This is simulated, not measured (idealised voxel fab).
Proc. module: voxel released beams
Cross-section cut: width 280 nm, square cells of 5 nm.
Cross-section layout: square cells on a grid; listed as bands, top to bottom; a band spans one or more cell rows. In this notation a band is specified by the heights of its top and bottom, in that order and in nm, after which its materials appear from left to right, each paired with its width in nm. The word "everywhere" attached to a single material means that material fills the band from edge to edge; the word "blank" stands for empty space. Height datum 0, below which the as-received substrate wafer is one material. Lowest band open at the bottom, running downward: "z 0 and below". Width: "30->40" (first number = top row, second number = bottom row, same change from row to row of cells). Step marked "no modification"? Then no cell in the cross-section changed in it. Closed-off voids of 8+ cells (no open route to the top) go in "Non-vented voids", written width x height at distance from the left edge, in nm. On a step's line, text after the settings is the simulator commenting on that step. The setting "overlay nm" may be written on the line of a step. When the step uses a mask, the value reports how far to the right of the planned place the mask lay, and a negative value reports that it lay to the left.

Steps planned for the process:
1) RECEIVE,material Si
2) CONFORMAL_DEP,material Al2O3,thk nm 5
3) DIRECTIONAL_DEP,material SiO2,thk nm 10
4) DIRECTIONAL_DEP,material aC,thk nm 10
5) PATTERN,tone open,mask id ANCHOR,material resist,width nm 40,thk nm 25,overlay nm 0
6) DIRECTIONAL_ETCH,etch materials aC,depth nm 10
7) STRIP,etch materials resist
8) DIRECTIONAL_ETCH,etch materials SiO2,depth nm 10
9) STRIP,etch materials aC
10) CONFORMAL_DEP,material SiN,thk nm 15
11) MASKED_ETCH,tone cover,mask id BEAM,width nm 85,etch materials SiN,depth nm 15,overlay nm 0
12) STRIP,etch materials SiO2

The following pertains to the first of two wafers, which was processed as planned:

Cross-section of the wafer upon arrival, representing the state reached after step 1:
> z 0 and below = Si everywhere
> Non-vented voids: none

The wafer in cross-section once step 2 is complete:
> z 5 to 0 = Al2O3 everywhere
> Everything under 0 stays put, no change at all.

The wafer in cross-section once step 3 is complete:
> z 15 to 5 = SiO2 everywhere
> Everything under 5 stays put, no change at all.

The wafer in cross-section once step 4 is complete:
> z 25 to 15 = aC everywhere
> Everything under 15 stays put, no change at all.

The wafer in cross-section once step 5 is complete:
> z 50 to 25 = 100 of resist, then 40 of blank, then 140 of resist
> Everything under 25 stays put, no change at all.

The wafer in cross-section once step 6 is complete:
> z 40 to 25 = 100 of resist, then 40 of blank, then 140 of resist
> z 25 to 15 = 100 of aC, then 40 of blank, then 140 of aC
> Everything under 15 stays put, no change at all.

The wafer in cross-section once step 7 is complete:
> z 25 to 15 = 100 of aC, then 40 of blank, then 140 of aC
> Everything under 15 stays put, no change at all.

The wafer in cross-section once step 8 is complete:
> z 25 to 15 = 100 of aC, then 40 of blank, then 140 of aC
> z 15 to 5 = 100 of SiO2, then 40 of blank, then 140 of SiO2
> Everything under 5 stays put, no change at all.

The wafer in cross-section once step 9 is complete:
> z 15 to 5 = 100 of SiO2, then 40 of blank, then 140 of SiO2
> Everything under 5 stays put, no change at all.

The wafer in cross-section once step 10 is complete:
> z 30 to 20 = 115 of SiN, then 10 of blank, then 155 of SiN
> z 20 to 15 = SiN everywhere
> z 15 to 5 = 100 of SiO2, then 40 of SiN, then 140 of SiO2
> Everything under 5 stays put, no change at all.

The wafer in cross-section once step 11 is complete:
> z 30 to 20 = 95 of blank, then 20 of SiN, then 10 of blank, then 55 of SiN, then 100 of blank
> z 20 to 15 = 95 of blank, then 85 of SiN, then 100 of blank
> Everything under 15 stays put, no change at all.

The wafer in cross-section once step 12 is complete:
> z 30 to 20 = 95 of blank, then 20 of SiN, then 10 of blank, then 55 of SiN, then 100 of blank
> z 20 to 15 = 95 of blank, then 85 of SiN, then 100 of blank
> z 15 to 5 = 100 of blank, then 40 of SiN, then 140 of blank
> Everything under 5 stays put, no change at all.

Second wafer: same start and same plan as the first, one execution error; identical to the first through step 1:

Cross-section of the second wafer at the time by which step 2 should have been completed according to the plan:
> z 10 to 0 = SiO2 everywhere
> Everything under 0 stays put, no change at all.

Cross-section of the second wafer at the time by which step 3 should have been completed according to the plan:
> z 15 to 10 = Al2O3 everywhere
> Everything under 10 stays put, no change at all.

Cross-section of the second wafer at the time by which step 4 should have been completed according to the plan:
> z 25 to 15 = aC everywhere
> Everything under 15 stays put, no change at all.

Cross-section of the second wafer at the time by which step 5 should have been completed according to the plan:
> z 50 to 25 = 100 of resist, then 40 of blank, then 140 of resist
> Everything under 25 stays put, no change at all.

Cross-section of the second wafer at the time by which step 6 should have been completed according to the plan:
> z 40 to 25 = 100 of resist, then 40 of blank, then 140 of resist
> z 25 to 15 = 100 of aC, then 40 of blank, then 140 of aC
> Everything under 15 stays put, no change at all.

Cross-section of the second wafer at the time by which step 7 should have been completed according to the plan:
> z 25 to 15 = 100 of aC, then 40 of blank, then 140 of aC
> Everything under 15 stays put, no change at all.

Cross-section of the second wafer at the time by which step 8 should have been completed according to the plan: no modification

Cross-section of the second wafer at the time by which step 9 should have been completed according to the plan:
> z 15 to 10 = Al2O3 everywhere
> Everything under 10 stays put, no change at all.

Cross-section of the second wafer at the time by which step 10 should have been completed according to the plan:
> z 30 to 15 = SiN everywhere
> Everything under 15 stays put, no change at all.

Cross-section of the second wafer at the time by which step 11 should have been completed according to the plan:
> z 30 to 15 = 95 of blank, then 85 of SiN, then 100 of blank
> Everything under 15 stays put, no change at all.

Cross-section of the second wafer at the time by which step 12 should have been completed according to the plan: no modification
Diagnosis: so 2 and 3 got swapped relative to the plan, each ran where the other was supposed to
Heads up, by the end the second wafer has more or fewer cells of some materials compared to the first: SiN -12 | SiO2 +112
